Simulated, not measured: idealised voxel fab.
process module | voxel ribs on slabs
cross-section cut | 200 nm wide | cells 5 nm
A cross-section is a grid of square cells, given in bands from the top down. A band is one or more rows of cells.
Each band's line starts with the height of the band's top and of its bottom, in nm. Then come its materials from left to right, each with its width in nm. One material with "throughout" fills the band from edge to edge. "air" is empty space.
Height 0 is the level under which the wafer as received is all one material. The lowest band goes on downwards, as in "0 down".
A width such as "30 to 40" changes by the same amount from each row of cells to the next, from the band's top row to its bottom row.
"no change" after a step means that no cell of the cross-section changed.
closed voids: empty space of 8 cells or more with no open way to the top, each as width x height at its distance from the left edge, in nm
after a step's settings: what the simulator itself notes on the step
overlay nm, on a step with a mask: how far to the right of its planned place the mask lay; to the left if negative
plan
1 op RECEIVE | material Si
2 op DIRECTIONAL_DEP | material SiO2 | thk nm 20
3 op DIRECTIONAL_DEP | material SiN | thk nm 20
4 op DIRECTIONAL_DEP | material aC | thk nm 10
5 op PATTERN | tone cover | mask id RIB | material resist | width nm 20 | thk nm 25 | overlay nm 0
6 op DIRECTIONAL_ETCH | etch materials aC | depth nm 10
7 op STRIP | etch materials resist
8 op DIRECTIONAL_ETCH | etch materials SiN | depth nm 10
9 op STRIP | etch materials aC
10 op DIRECTIONAL_DEP | material aC | thk nm 15
11 op PATTERN | tone cover | mask id SLAB | material resist | width nm 50 | thk nm 30 | overlay nm 0
12 op DIRECTIONAL_ETCH | etch materials aC | depth nm 15
13 op STRIP | etch materials resist
14 op DIRECTIONAL_ETCH | etch materials SiN | depth nm 10
15 op STRIP | etch materials aC
16 op FILL_DEP | material SiO2 | thk nm 30
17 op CMP | height nm 60
18 op DIRECTIONAL_DEP | material TiN | thk nm 5
19 op MASKED_ETCH | tone cover | mask id HEATER | width nm 30 | etch materials TiN | depth nm 5 | overlay nm 0
20 op CONFORMAL_DEP | material SiN | thk nm 5
as received, after step 1
  0 down: Si throughout
  closed voids: none
first wafer at the end, as planned
  70 to 65: air 80 | SiN 40 | air 80
  65 to 60: SiN 85 | TiN 30 | SiN 85
  60 to 40: SiO2 throughout
  40 to 30: SiO2 90 | SiN 20 | SiO2 90
  30 to 20: SiO2 75 | SiN 50 | SiO2 75
  20 to 0: SiO2 throughout
  0 down: Si throughout
  closed voids: none
second wafer at the end: like start, like plan, one mistake
  65 to 60: air 85 | TiN 30 | air 85
  60 to 40: SiO2 throughout
  40 to 30: SiO2 90 | SiN 20 | SiO2 90
  30 to 20: SiO2 75 | SiN 50 | SiO2 75
  20 to 0: SiO2 throughout
  0 down: Si throughout
  closed voids: none
what went wrong: step 20 was left out
at the end the second wafer has, in cells: 42 fewer of SiN
